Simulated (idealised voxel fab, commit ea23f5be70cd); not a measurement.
Process module in this document: voxel fin reveal
cross-section cut | 195 nm wide | cells 5 nm
A cross-section is written here as square cells arranged in a grid, and it is given in bands from the top down, each band taking up one or more rows of cells.
A band entry consists of two parts. The first gives the height of the band's top and the height of its bottom, in nm. The rest lists the band's materials from left to right, each with its width in nm. A single material labelled with the word "all across" fills the band from edge to edge, and the word "air" marks empty space.
For the purposes of this specification, 0 denotes the height below which the wafer in its as-received condition is composed wholly of one material, and the lowermost band, lacking a lower limit, extends downward without end, as expressed in "0 down".
So if you see something like "30->40" for the width, read it as the top row of the band sitting at the first number and the bottom row at the second, with every row in between moving by the same amount as the last.
You'll sometimes find "identical to before" written for a step, and that's the way of saying that nowhere in the cross-section did a cell change during that step.
Heads up: "Closed void entries" only lists the empty pockets with no open path to the top that are 8 cells or more, and it writes them as width x height at distance, distance from the left edge, in nm.
On a step's line, text after the settings is the simulator commenting on that step.
On any step carrying a mask, the "overlay nm" setting, if present on the step's line, tells how far right of its planned place the mask lay; negative values point to the left.
So here's the lineup of process steps we planned
1: RECEIVE, material Si
2: CONFORMAL_DEP, material SiN, thk nm 10
3: PATTERN, tone cover, mask id FINS, material resist, width nm 15, pitch nm 45, thk nm 20, overlay nm 0
4: DIRECTIONAL_ETCH, etch materials SiN, depth nm 10
5: DIRECTIONAL_ETCH, etch materials Si, depth nm 35
6: STRIP, etch materials resist
7: FILL_DEP, material SiO2, thk nm 15
8: CMP, height nm 10
9: SELECTIVE_ETCH, etch materials SiO2, depth nm 35
10: STRIP, etch materials SiN
Here's what the wafer looked like in cross-section when it arrived - that's after step 1
* 0 down: Si all across
* Closed void entries: none
Cross-section, first of two wafers, end of module, run as planned
* 0 to -25: 20 nm air | 15 nm Si | 30 nm air | 15 nm Si | 30 nm air | 15 nm Si | 30 nm air | 15 nm Si | 25 nm air
* -25 to -35: 20 nm SiO2 | 15 nm Si | 30 nm SiO2 | 15 nm Si | 30 nm SiO2 | 15 nm Si | 30 nm SiO2 | 15 nm Si | 25 nm SiO2
* -35 down: Si all across
* Closed void entries: none
Same start, same plan as the first wafer - but one mistake in the run. Cross-section of the second of the two at the end of the module
* 0 to -25: 20 nm air | 15 nm Si | 30 nm air | 15 nm Si | 30 nm air | 15 nm Si | 30 nm air | 15 nm Si | 25 nm air
* -25 to -45: 20 nm SiO2 | 15 nm Si | 30 nm SiO2 | 15 nm Si | 30 nm SiO2 | 15 nm Si | 30 nm SiO2 | 15 nm Si | 25 nm SiO2
* -45 down: Si all across
* Closed void entries: none
Plan not followed: step 5 was run on a setting that differed from the plan, and what really ran there is DIRECTIONAL_ETCH, etch materials Si, depth nm 45
Counted in cells at the end, the second wafer holds more or fewer of these materials than the first: -54 Si | +54 SiO2
